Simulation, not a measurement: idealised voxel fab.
Process module under the name voxel ribs on slabs
In the cross-section labelled cut, the width is 195 nm and each square cell is 5 nm.
Throughout this document, each cross-section is represented as a grid of square cells and is presented as a sequence of bands enumerated from the top downward, where a band comprises one or more rows of cells. For a band, the entry starts with two heights in nm, that of the top and then that of the bottom, and carries on with the band's materials in order from left to right, each alongside its width in nm; the word "all across" beside a single material means it fills the band edge to edge, and "empty" means empty space. Heights are measured from 0, the level below which the as-received wafer is all one material; the lowest band has no bottom and continues downward, written as in "0..down". A width such as "30->40" changes by the same amount from each row of cells to the next, from the band's top row to its bottom row. When a step is marked "remained unchanged", none of the cells in the cross-section changed during that step. The entry titled "closed voids" provides the empty spaces that have no open way to the top, restricted to those of 8 cells or more. Each is presented as width x height at distance, the distance being measured from the left edge, with all three in nm. It should be noted that, on the line of a given step, the content following the step's settings is a remark produced by the simulator itself with respect to that step. You can add "overlay nm" to a step's line. For a step with a mask, it describes how far the mask lay to the right of its planned position, and a negative number describes a lay to the left.
Listed below are the process steps as planned:
1 RECEIVE: material Si
2 DIRECTIONAL_DEP: material SiO2, thk nm 20
3 DIRECTIONAL_DEP: material SiN, thk nm 25
4 MASKED_ETCH: tone cover, mask id RIB, width nm 15, etch materials SiN, depth nm 5, overlay nm 0
5 PATTERN: tone cover, mask id SLAB, material resist, width nm 55, thk nm 15, overlay nm 0
6 DIRECTIONAL_ETCH: etch materials SiN, depth nm 20
7 STRIP: etch materials resist
8 FILL_DEP: material SiO2, thk nm 30
9 CMP: height nm 65
10 DIRECTIONAL_DEP: material W, thk nm 10
11 DIRECTIONAL_DEP: material aC, thk nm 10
12 PATTERN: tone cover, mask id HEATER, material resist, width nm 25, thk nm 25, overlay nm 0
13 DIRECTIONAL_ETCH: etch materials aC, depth nm 10
14 STRIP: etch materials resist
15 DIRECTIONAL_ETCH: etch materials W, depth nm 10
16 STRIP: etch materials aC
17 CONFORMAL_DEP: material SiN, thk nm 10
Cross-section of the wafer upon arrival, representing the state reached after step 1:
0..down  Si all across
closed voids: none
Same starting wafer, same plan as above, one mistake in the execution; this is the cross-section at the end of the module:
85..75  empty (75) | SiN (45) | empty (75)
75..65  SiN (85) | W (25) | SiN (85)
65..35  SiO2 all across
35..30  SiO2 (90) | SiN (15) | SiO2 (90)
30..20  SiO2 (70) | SiN (55) | SiO2 (70)
20..0  SiO2 all across
0..down  Si all across
closed voids: none
Here's what went sideways: step 3 ran as: DIRECTIONAL_DEP: material SiN, thk nm 15
